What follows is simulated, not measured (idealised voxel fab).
The document below concerns the process module designated voxel transistor to metal.
Section shown: cut. Width: 205 nm. Cell size: 5 nm, square.
If you're reading a cross-section in this doc, picture square cells in a grid; it comes to you as bands, top ones listed first down to the bottom, and a band can be one or more rows of cells.
The band entry comprises the height of the band's top followed by the height of its bottom, expressed in nm, and subsequently the band's materials from left to right, each stated together with its width in nm. Where a single material is marked with the word "everywhere", that material fills the band from edge to edge. The word "air" represents empty space.
All heights in this document are referenced to 0, defined as the level beneath which the wafer, as received, consists entirely of one material. The lowest band is not bounded below; it extends indefinitely downward and is written in the form "from 0 down".
The expression "30 to 40" gives the width at the extremes of the band, the first number at its top row of cells and the second at its bottom row, with the width changing by equal amounts from each row to the next in between.
"no change occurred" means the step left every cell of the cross-section as it was.
Look at "Catalogued sealed voids" for the closed voids: empty spaces with no open path to the top, sized 8 cells or up. Each is width x height at distance, distance from the left edge, all nm.
On a step's line, text after the settings is the simulator commenting on that step.
The setting "overlay nm" may be written on the line of a step. When the step uses a mask, the value reports how far to the right of the planned place the mask lay, and a negative value reports that it lay to the left.

# Set out below are the planned steps of the process
- 1: RECEIVE [material Si]
- 2: CONFORMAL_DEP [material SiO2] [thk nm 5]
- 3: CONFORMAL_DEP [material SiN] [thk nm 15]
- 4: MASKED_ETCH [tone cover] [mask id ACTIVE] [width nm 95] [etch materials SiN] [depth nm 15] [overlay nm 0]
- 5: MASKED_ETCH [tone cover] [mask id ACTIVE] [width nm 95] [etch materials SiO2] [depth nm 5] [overlay nm 0]
- 6: MASKED_ETCH [tone cover] [mask id ACTIVE] [width nm 95] [etch materials Si] [depth nm 25] [overlay nm 0]
- 7: FILL_DEP [material SiO2] [thk nm 15]
- 8: CMP [height nm 20]
- 9: SELECTIVE_ETCH [etch materials SiO2] [depth nm 10]
- 10: STRIP [etch materials SiN]
- 11: SELECTIVE_ETCH [etch materials SiO2] [depth nm 5]
- 12: OXIDIZE [depth nm 5]
- 13: DIRECTIONAL_DEP [material polySi] [thk nm 25]
- 14: DIRECTIONAL_DEP [material SiCN] [thk nm 15]
- 15: PATTERN [tone cover] [mask id GATE] [material resist] [width nm 25] [thk nm 15] [overlay nm 0]
- 16: DIRECTIONAL_ETCH [etch materials SiCN] [depth nm 25]
- 17: DIRECTIONAL_ETCH [etch materials polySi] [depth nm 35]
- 18: STRIP [etch materials resist]
- 19: CONFORMAL_DEP [material SiN] [thk nm 10]
- 20: DIRECTIONAL_ETCH [etch materials SiN] [depth nm 10]
- 21: DIRECTIONAL_ETCH [etch materials SiO2] [depth nm 5]
- 22: EPI [material SiGe] [thk nm 5]
- 23: FILL_DEP [material SiO2] [thk nm 10]
- 24: CMP [height nm 40]
- 25: DIRECTIONAL_DEP [material SiO2] [thk nm 10]
- 26: PATTERN [tone open] [mask id CONTACT] [material resist] [width nm 25] [pitch nm 60] [thk nm 15] [overlay nm 0]
- 27: DIRECTIONAL_ETCH [etch materials SiO2] [depth nm 50]
- 28: STRIP [etch materials resist]
- 29: CONFORMAL_DEP [material TiN] [thk nm 5]
- 30: FILL_DEP [material Ru] [thk nm 10]
- 31: CMP [height nm 50]
- 32: CONFORMAL_DEP [material SiN] [thk nm 5]
- 33: DIRECTIONAL_DEP [material SiO2] [thk nm 15]
- 34: MASKED_ETCH [tone open] [mask id METAL_1] [width nm 15] [pitch nm 70] [etch materials SiO2] [depth nm 15] [overlay nm 0]
- 35: MASKED_ETCH [tone open] [mask id METAL_1] [width nm 15] [pitch nm 70] [etch materials SiN] [depth nm 5] [overlay nm 0]
- 36: CONFORMAL_DEP [material TiN] [thk nm 5]
- 37: FILL_DEP [material W] [thk nm 5]
- 38: CMP [height nm 70]
- 39: CONFORMAL_DEP [material SiCN] [thk nm 5]

# As-received wafer cross-section (after step 1)
* from 0 down | Si everywhere
* Catalogued sealed voids: none

# First of two wafers: cross-section at end of module, run per plan
* from 75 to 70 | SiCN everywhere
* from 70 to 55 | 60 nm SiO2, 5 nm TiN, 5 nm W, 5 nm TiN, 55 nm SiO2, 5 nm TiN, 5 nm W, 5 nm TiN, 60 nm SiO2
* from 55 to 50 | 60 nm SiN, 15 nm TiN, 55 nm SiN, 15 nm TiN, 60 nm SiN
* from 50 to 40 | 60 nm SiO2, 5 nm TiN, 15 to 10 nm Ru, 5 to 10 nm TiN, 35 nm SiO2, 5 to 10 nm TiN, 15 to 10 nm Ru, 5 nm TiN, 60 nm SiO2
* from 40 to 25 | 60 nm SiO2, 5 nm TiN, 10 nm Ru, 5 nm TiN, 10 nm SiN, 25 nm SiCN, 10 nm SiN, 5 nm TiN, 10 nm Ru, 5 nm TiN, 60 nm SiO2
* from 25 to 5 | 60 nm SiO2, 5 nm TiN, 10 nm Ru, 5 nm TiN, 10 nm SiN, 25 nm polySi, 10 nm SiN, 5 nm TiN, 10 nm Ru, 5 nm TiN, 60 nm SiO2
* from 5 to 0 | 50 nm SiO2, 10 nm SiN, 20 nm TiN, 10 nm SiN, 25 nm polySi, 10 nm SiN, 20 nm TiN, 10 nm SiN, 50 nm SiO2
* from 0 to -5 | 60 nm SiO2, 20 nm SiGe, 45 nm SiO2, 20 nm SiGe, 60 nm SiO2
* from -5 to -25 | 55 nm SiO2, 95 nm Si, 55 nm SiO2
* from -25 down | Si everywhere
* Catalogued sealed voids: none

# This cross-section belongs to the second wafer of two at the end of the module; the start and the plan were shared with the first, and the run included one mistake
* from 75 to 70 | SiCN everywhere
* from 70 to 65 | 60 nm SiN, 15 nm TiN, 55 nm SiN, 15 nm TiN, 60 nm SiN
* from 65 to 50 | SiO2 everywhere
* from 50 to 40 | 60 nm SiO2, 5 nm TiN, 15 to 10 nm Ru, 5 to 10 nm TiN, 35 nm SiO2, 5 to 10 nm TiN, 15 to 10 nm Ru, 5 nm TiN, 60 nm SiO2
* from 40 to 25 | 60 nm SiO2, 5 nm TiN, 10 nm Ru, 5 nm TiN, 10 nm SiN, 25 nm SiCN, 10 nm SiN, 5 nm TiN, 10 nm Ru, 5 nm TiN, 60 nm SiO2
* from 25 to 5 | 60 nm SiO2, 5 nm TiN, 10 nm Ru, 5 nm TiN, 10 nm SiN, 25 nm polySi, 10 nm SiN, 5 nm TiN, 10 nm Ru, 5 nm TiN, 60 nm SiO2
* from 5 to 0 | 50 nm SiO2, 10 nm SiN, 20 nm TiN, 10 nm SiN, 25 nm polySi, 10 nm SiN, 20 nm TiN, 10 nm SiN, 50 nm SiO2
* from 0 to -5 | 60 nm SiO2, 20 nm SiGe, 45 nm SiO2, 20 nm SiGe, 60 nm SiO2
* from -5 to -25 | 55 nm SiO2, 95 nm Si, 55 nm SiO2
* from -25 down | Si everywhere
* Catalogued sealed voids: none
What was done differently from what was planned? the intended sequence of steps 32 and 33 was reversed during processing, with each occupying the position of the other
The closing comparison, in cells, has the second wafer with more or fewer of some materials than the first: SiO2: 18 more; TiN: 12 fewer; W: 6 fewer
